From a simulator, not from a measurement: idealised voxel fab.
process module | voxel self aligned vias
Shown is cross-section cut, with a width of 175 nm and square cells of size 5 nm.
A cross-section is a grid of square cells, given in bands from the top down. A band is one or more rows of cells. Band entry format. Leading values: height of top, height of bottom, nm. Remainder: materials in left-to-right order, each with its width in nm. Special words: "edge to edge" on a single material, which then fills the band edge to edge; "empty", empty space. Heights are expressed relative to 0, this being the level below which the as-received wafer comprises one material exclusively. The lowest band is unbounded in the downward direction and is denoted as in "top 0, no bottom". Note: "30..40" means the width goes from the first number (top row of the band) to the second number (bottom row) in equal steps per row of cells. For the purposes of this document, the phrase "identical to before" attached to a step denotes that no cell within the cross-section was modified by that step. Enclosed voids (no open way to top), threshold 8 cells or more, entry "Closed cavities", notation width x height at distance, distance from left edge, nm. Note: text after step settings on the step line = simulator remark on that step. Among the settings permitted on a step's line is "overlay nm"; applied to a step with a mask, it specifies the extent to which the mask lay to the right of its planned position, whereas a negative figure signifies a position to the left.

### The steps planned for the process are as follows
1 RECEIVE, material Si
2 CONFORMAL_DEP, material SiO2, thk nm 15
3 CONFORMAL_DEP, material SiCN, thk nm 5
4 DIRECTIONAL_DEP, material lowk, thk nm 20
5 PATTERN, tone open, mask id LINES, material resist, width nm 20, pitch nm 70, thk nm 15, overlay nm 0
6 DIRECTIONAL_ETCH, etch materials lowk, depth nm 20
7 STRIP, etch materials resist
8 CONFORMAL_DEP, material TiN, thk nm 5
9 FILL_DEP, material Ru, thk nm 10
10 CMP, height nm 40
11 SELECTIVE_ETCH, etch materials W Ru TiN, depth nm 5
12 FILL_DEP, material SiN, thk nm 10
13 CMP, height nm 40
14 DIRECTIONAL_DEP, material lowk, thk nm 20
15 PATTERN, tone open, mask id VIAS, material resist, width nm 40, thk nm 20, overlay nm 0
16 DIRECTIONAL_ETCH, etch materials lowk, depth nm 20
17 DIRECTIONAL_ETCH, etch materials SiN, depth nm 5
18 STRIP, etch materials resist
19 CONFORMAL_DEP, material TiN, thk nm 5
20 FILL_DEP, material W, thk nm 5
21 CMP, height nm 60
22 CONFORMAL_DEP, material SiCN, thk nm 5

### Below: the first of two wafers, run as planned

### As-received state of the wafer in cross-section, equivalent to post-step 1
- top 0, no bottom = Si edge to edge
- Closed cavities: none

### The wafer, seen in cross-section, after step 2
- top 15, bottom 0 = SiO2 edge to edge
- Beneath the level 0, the cross-section is identical to its previous state.

### The wafer, seen in cross-section, after step 3
- top 20, bottom 15 = SiCN edge to edge
- Beneath the level 15, the cross-section is identical to its previous state.

### The wafer, seen in cross-section, after step 4
- top 40, bottom 20 = lowk edge to edge
- Beneath the level 20, the cross-section is identical to its previous state.

### The wafer, seen in cross-section, after step 5
- top 55, bottom 40 = 40 resist  20 empty  50 resist  20 empty  45 resist
- Beneath the level 40, the cross-section is identical to its previous state.

### The wafer, seen in cross-section, after step 6
- top 55, bottom 40 = 40 resist  20 empty  50 resist  20 empty  45 resist
- top 40, bottom 20 = 40 lowk  20 empty  50 lowk  20 empty  45 lowk
- Beneath the level 20, the cross-section is identical to its previous state.

### The wafer, seen in cross-section, after step 7
- top 40, bottom 20 = 40 lowk  20 empty  50 lowk  20 empty  45 lowk
- Beneath the level 20, the cross-section is identical to its previous state.

### The wafer, seen in cross-section, after step 8
- top 45, bottom 40 = 45 TiN  10 empty  60 TiN  10 empty  50 TiN
- top 40, bottom 25 = 40 lowk  5 TiN  10 empty  5 TiN  50 lowk  5 TiN  10 empty  5 TiN  45 lowk
- top 25, bottom 20 = 40 lowk  20 TiN  50 lowk  20 TiN  45 lowk
- Beneath the level 20, the cross-section is identical to its previous state.

### The wafer, seen in cross-section, after step 9
- top 55, bottom 45 = Ru edge to edge
- top 45, bottom 40 = 45 TiN  10 Ru  60 TiN  10 Ru  50 TiN
- top 40, bottom 25 = 40 lowk  5 TiN  10 Ru  5 TiN  50 lowk  5 TiN  10 Ru  5 TiN  45 lowk
- Beneath the level 25, the cross-section is identical to its previous state.

### The wafer, seen in cross-section, after step 10
- top 40, bottom 25 = 40 lowk  5 TiN  10 Ru  5 TiN  50 lowk  5 TiN  10 Ru  5 TiN  45 lowk
- Beneath the level 25, the cross-section is identical to its previous state.

### The wafer, seen in cross-section, after step 11
- top 40, bottom 35 = 40 lowk  20 empty  50 lowk  20 empty  45 lowk
- Beneath the level 35, the cross-section is identical to its previous state.

### The wafer, seen in cross-section, after step 12
- top 50, bottom 40 = SiN edge to edge
- top 40, bottom 35 = 40 lowk  20 SiN  50 lowk  20 SiN  45 lowk
- Beneath the level 35, the cross-section is identical to its previous state.

### The wafer, seen in cross-section, after step 13
- top 40, bottom 35 = 40 lowk  20 SiN  50 lowk  20 SiN  45 lowk
- Beneath the level 35, the cross-section is identical to its previous state.

### The wafer, seen in cross-section, after step 14
- top 60, bottom 40 = lowk edge to edge
- Beneath the level 40, the cross-section is identical to its previous state.

### The wafer, seen in cross-section, after step 15
- top 80, bottom 60 = 30 resist  40 empty  105 resist
- Beneath the level 60, the cross-section is identical to its previous state.

### The wafer, seen in cross-section, after step 16
- top 80, bottom 60 = 30 resist  40 empty  105 resist
- top 60, bottom 40 = 30 lowk  40 empty  105 lowk
- Beneath the level 40, the cross-section is identical to its previous state.

### The wafer, seen in cross-section, after step 17
- top 80, bottom 60 = 30 resist  40 empty  105 resist
- top 60, bottom 40 = 30 lowk  40 empty  105 lowk
- top 40, bottom 35 = 40 lowk  20 empty  50 lowk  20 SiN  45 lowk
- Beneath the level 35, the cross-section is identical to its previous state.

### The wafer, seen in cross-section, after step 18
- top 60, bottom 40 = 30 lowk  40 empty  105 lowk
- Beneath the level 40, the cross-section is identical to its previous state.

### The wafer, seen in cross-section, after step 19
- top 65, bottom 60 = 35 TiN  30 empty  110 TiN
- top 60, bottom 45 = 30 lowk  5 TiN  30 empty  5 TiN  105 lowk
- top 45, bottom 40 = 30 lowk  15 TiN  10 empty  15 TiN  105 lowk
- top 40, bottom 35 = 40 lowk  20 TiN  50 lowk  20 SiN  45 lowk
- Beneath the level 35, the cross-section is identical to its previous state.

### The wafer, seen in cross-section, after step 20
- top 70, bottom 65 = W edge to edge
- top 65, bottom 60 = 35 TiN  30 W  110 TiN
- top 60, bottom 45 = 30 lowk  5 TiN  30 W  5 TiN  105 lowk
- top 45, bottom 40 = 30 lowk  15 TiN  10 W  15 TiN  105 lowk
- Beneath the level 40, the cross-section is identical to its previous state.

### The wafer, seen in cross-section, after step 21
- top 60, bottom 45 = 30 lowk  5 TiN  30 W  5 TiN  105 lowk
- Beneath the level 45, the cross-section is identical to its previous state.

### The wafer, seen in cross-section, after step 22
- top 65, bottom 60 = SiCN edge to edge
- Beneath the level 60, the cross-section is identical to its previous state.

### Wafer two. Identical start, identical plan. One mistake in execution. Identical history through step 19

### Cross-section of the second wafer at the time step 20 of the plan should have ended
- top 70, bottom 65 = SiN edge to edge
- top 65, bottom 60 = 35 TiN  30 SiN  110 TiN
- top 60, bottom 45 = 30 lowk  5 TiN  30 SiN  5 TiN  105 lowk
- top 45, bottom 40 = 30 lowk  15 TiN  10 SiN  15 TiN  105 lowk
- Beneath the level 40, the cross-section is identical to its previous state.

### Cross-section of the second wafer at the time step 21 of the plan should have ended
- top 60, bottom 45 = 30 lowk  5 TiN  30 SiN  5 TiN  105 lowk
- Beneath the level 45, the cross-section is identical to its previous state.

### Cross-section of the second wafer at the time step 22 of the plan should have ended
- top 65, bottom 60 = SiCN edge to edge
- Beneath the level 60, the cross-section is identical to its previous state.
Plan not followed: step 20 did not use the planned setting and instead ran as FILL_DEP, material SiN, thk nm 5
Final wafer comparison in cells, second versus first, more or fewer per material: 20 more of SiN, 20 fewer of W
